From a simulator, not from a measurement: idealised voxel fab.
process module | voxel fin reveal
cross-section cut | 185 nm wide | cells 5 nm
A cross-section is a grid of square cells, given in bands from the top down. A band is one or more rows of cells.
Each band's line starts with the height of the band's top and of its bottom, in nm. Then come its materials from left to right, each with its width in nm. One material with "throughout" fills the band from edge to edge. "air" is empty space.
Height 0 is the level under which the wafer as received is all one material. The lowest band goes on downwards, as in "0 down".
A width such as "30 to 40" changes by the same amount from each row of cells to the next, from the band's top row to its bottom row.
"no change" after a step means that no cell of the cross-section changed.
closed voids: empty space of 8 cells or more with no open way to the top, each as width x height at its distance from the left edge, in nm
after a step's settings: what the simulator itself notes on the step
overlay nm, on a step with a mask: how far to the right of its planned place the mask lay; to the left if negative
plan
1 op RECEIVE | material Si
2 op CONFORMAL_DEP | material SiN | thk nm 5
3 op DIRECTIONAL_DEP | material aC | thk nm 15
4 op PATTERN | tone cover | mask id FINS | material resist | width nm 15 | pitch nm 45 | thk nm 35 | overlay nm 0
5 op DIRECTIONAL_ETCH | etch materials aC | depth nm 15
6 op STRIP | etch materials resist
7 op DIRECTIONAL_ETCH | etch materials SiN | depth nm 5
8 op DIRECTIONAL_ETCH | etch materials Si | depth nm 35
9 op STRIP | etch materials aC
10 op OXIDIZE | depth nm 5
11 op FILL_DEP | material SiO2 | thk nm 10
12 op CMP | height nm 5
13 op SELECTIVE_ETCH | etch materials SiO2 | depth nm 20
14 op STRIP | etch materials SiN
15 op CONFORMAL_DEP | material SiO2 | thk nm 5
as received, after step 1
  0 down: Si throughout
  closed voids: none
first wafer at the end, as planned
  5 to 0: air 60 | SiO2 15 | air 30 | SiO2 15 | air 65
  0 to -10: air 60 | SiO2 5 | Si 5 | SiO2 5 | air 30 | SiO2 5 | Si 5 | SiO2 5 | air 65
  -10 to -40: SiO2 65 | Si 5 | SiO2 40 | Si 5 | SiO2 70
  -40 down: Si throughout
  closed voids: none
second wafer at the end: like start, like plan, one mistake
  5 to 0: SiO2 60 | air 15 | SiO2 30 | air 15 | SiO2 65
  0 to -10: Si 55 | SiO2 5 | air 15 | SiO2 5 | Si 20 | SiO2 5 | air 15 | SiO2 5 | Si 60
  -10 to -40: Si 55 | SiO2 25 | Si 20 | SiO2 25 | Si 60
  -40 down: Si throughout
  closed voids: none
what went wrong: step 4 ran as: op PATTERN | tone open | mask id FINS | material resist | width nm 15 | pitch nm 45 | thk nm 35 | overlay nm 0
at the end the second wafer has, in cells: 200 more of Si | 125 fewer of SiO2
